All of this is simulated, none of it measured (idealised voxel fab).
voxel transistor to metal: a process module
Cross-sectional view cut (width: 180 nm; square cell size: 5 nm).
Throughout this document, each cross-section is represented as a grid of square cells and is presented as a sequence of bands enumerated from the top downward, where a band comprises one or more rows of cells. Within each band entry, the heights of the top and of the bottom of the band appear first, in that order and in nm; the materials of the band then follow from left to right, each with its corresponding width in nm. The designation "edge to edge" on a single material indicates that it fills the band from edge to edge; the designation "blank" indicates empty space. Note: height 0 marks the level under which the wafer is uniformly one material as received. Lowest band unbounded below, written "0..down". A width given as "30..40" starts at the first number in the band's top row and ends at the second number in its bottom row, shifting by an equal amount at every step from row to row. Key: "same as before" - step with no changed cell in the cross-section. "Sealed void listing" specifies each empty space that is not open to the top and that occupies no fewer than 8 cells, using the form width x height at distance, the distance measured from the left edge and all three quantities in nm. Text after the settings on a step's line: the simulator's own remark on that step. The "overlay nm" setting may appear on a step's line; for a step that uses a mask, it gives how far to the right of its planned position the mask lay, and a negative value indicates the left.
### List of planned process steps
1) RECEIVE | material Si
2) CONFORMAL_DEP | material SiO2 | thk nm 5
3) CONFORMAL_DEP | material SiN | thk nm 10
4) MASKED_ETCH | tone cover | mask id ACTIVE | width nm 110 | etch materials SiN | depth nm 10 | overlay nm 0
5) MASKED_ETCH | tone cover | mask id ACTIVE | width nm 110 | etch materials SiO2 | depth nm 5 | overlay nm 0
6) MASKED_ETCH | tone cover | mask id ACTIVE | width nm 110 | etch materials Si | depth nm 20 | overlay nm 0
7) OXIDIZE | depth nm 5
8) FILL_DEP | material SiO2 | thk nm 10
9) CMP | height nm 15
10) SELECTIVE_ETCH | etch materials SiO2 | depth nm 10
11) STRIP | etch materials SiN
12) SELECTIVE_ETCH | etch materials SiO2 | depth nm 5
13) OXIDIZE | depth nm 5
14) DIRECTIONAL_DEP | material polySi | thk nm 30
15) DIRECTIONAL_DEP | material SiCN | thk nm 10
16) MASKED_ETCH | tone cover | mask id GATE | width nm 20 | etch materials SiCN | depth nm 20 | overlay nm 0
17) MASKED_ETCH | tone cover | mask id GATE | width nm 20 | etch materials polySi | depth nm 40 | overlay nm 0
18) CONFORMAL_DEP | material SiN | thk nm 5
19) DIRECTIONAL_ETCH | etch materials SiN | depth nm 5
20) DIRECTIONAL_ETCH | etch materials SiO2 | depth nm 5
21) DIRECTIONAL_ETCH | etch materials Si | depth nm 5
22) EPI | material pSi | thk nm 5
23) FILL_DEP | material SiO2 | thk nm 10
24) CMP | height nm 40
25) DIRECTIONAL_DEP | material SiO2 | thk nm 10
26) MASKED_ETCH | tone open | mask id CONTACT | width nm 30 | pitch nm 60 | etch materials SiO2 | depth nm 55 | overlay nm 0
27) CONFORMAL_DEP | material TiN | thk nm 5
28) FILL_DEP | material Ru | thk nm 5
29) CMP | height nm 50
30) CONFORMAL_DEP | material SiCN | thk nm 5
31) DIRECTIONAL_DEP | material SiO2 | thk nm 20
32) PATTERN | tone open | mask id METAL_1 | material resist | width nm 15 | pitch nm 75 | thk nm 15 | overlay nm 0
33) DIRECTIONAL_ETCH | etch materials SiO2 | depth nm 20
34) DIRECTIONAL_ETCH | etch materials SiCN | depth nm 5
35) STRIP | etch materials resist
36) CONFORMAL_DEP | material TiN | thk nm 5
37) FILL_DEP | material Cu | thk nm 5
38) CMP | height nm 75
39) CONFORMAL_DEP | material SiCN | thk nm 5
40) DIRECTIONAL_DEP | material SiO2 | thk nm 35
41) PATTERN | tone open | mask id METAL_2 | material resist | width nm 15 | pitch nm 75 | thk nm 15 | overlay nm 0
42) DIRECTIONAL_ETCH | etch materials SiO2 | depth nm 20
43) STRIP | etch materials resist
44) DIRECTIONAL_DEP | material aC | thk nm 15
45) PATTERN | tone open | mask id METAL_2_HOLES | material resist | width nm 15 | pitch nm 75 | thk nm 30 | overlay nm 0
46) DIRECTIONAL_ETCH | etch materials aC | depth nm 15
47) STRIP | etch materials resist
48) DIRECTIONAL_ETCH | etch materials SiO2 | depth nm 15
49) DIRECTIONAL_ETCH | etch materials SiCN | depth nm 5
50) STRIP | etch materials aC
51) CONFORMAL_DEP | material TiN | thk nm 5
52) FILL_DEP | material Ru | thk nm 5
53) CMP | height nm 115
54) CONFORMAL_DEP | material SiN | thk nm 5
### Wafer cross-section on receipt, i.e. after step 1
    0..down | Si edge to edge
    Sealed void listing: none
### Post-module cross-section: identical start and plan to those above, one misstep in execution
    120..115 | SiN edge to edge
    115..80 | 45 SiO2 | 5 TiN | 5 Ru | 5 TiN | 60 SiO2 | 5 TiN | 5 Ru | 5 TiN | 45 SiO2
    80..75 | 45 SiCN | 15 TiN | 60 SiCN | 15 TiN | 45 SiCN
    75..55 | 45 SiO2 | 5 TiN | 5 Cu | 5 TiN | 60 SiO2 | 5 TiN | 5 Cu | 5 TiN | 45 SiO2
    55..50 | 45 SiCN | 15 TiN | 60 SiCN | 15 TiN | 45 SiCN
    50..40 | 45 SiO2 | 5 TiN | 20 Ru | 5 TiN | 30 SiO2 | 5 TiN | 20 Ru | 5 TiN | 45 SiO2
    40..30 | 45 SiO2 | 5 TiN | 20 Ru | 5 TiN | 5 SiN | 20 SiCN | 5 SiN | 5 TiN | 20 Ru | 5 TiN | 45 SiO2
    30..15 | 45 SiO2 | 5 TiN | 20 Ru | 5 TiN | 5 SiN | 20 polySi | 5 SiN | 5 TiN | 20 Ru | 5 TiN | 45 SiO2
    15..10 | 45 SiO2 | 5 TiN | 15 Ru | 10 TiN | 5 SiN | 20 polySi | 5 SiN | 10 TiN | 15 Ru | 5 TiN | 45 SiO2
    10..5 | 45 SiO2 | 25 TiN | 5 SiO2 | 5 SiN | 20 polySi | 5 SiN | 5 SiO2 | 25 TiN | 45 SiO2
    5..0 | 75 SiO2 | 5 SiN | 20 polySi | 5 SiN | 75 SiO2
    0..-5 | 70 SiO2 | 5 pSi | 30 SiO2 | 5 pSi | 70 SiO2
    -5..-10 | 40 SiO2 | 35 pSi | 30 Si | 35 pSi | 40 SiO2
    -10..-25 | 40 SiO2 | 100 Si | 40 SiO2
    -25..down | Si edge to edge
    Sealed void listing: none
Against the plan, the run slipped here: step 25 ran in the slot meant for step 26, and vice versa
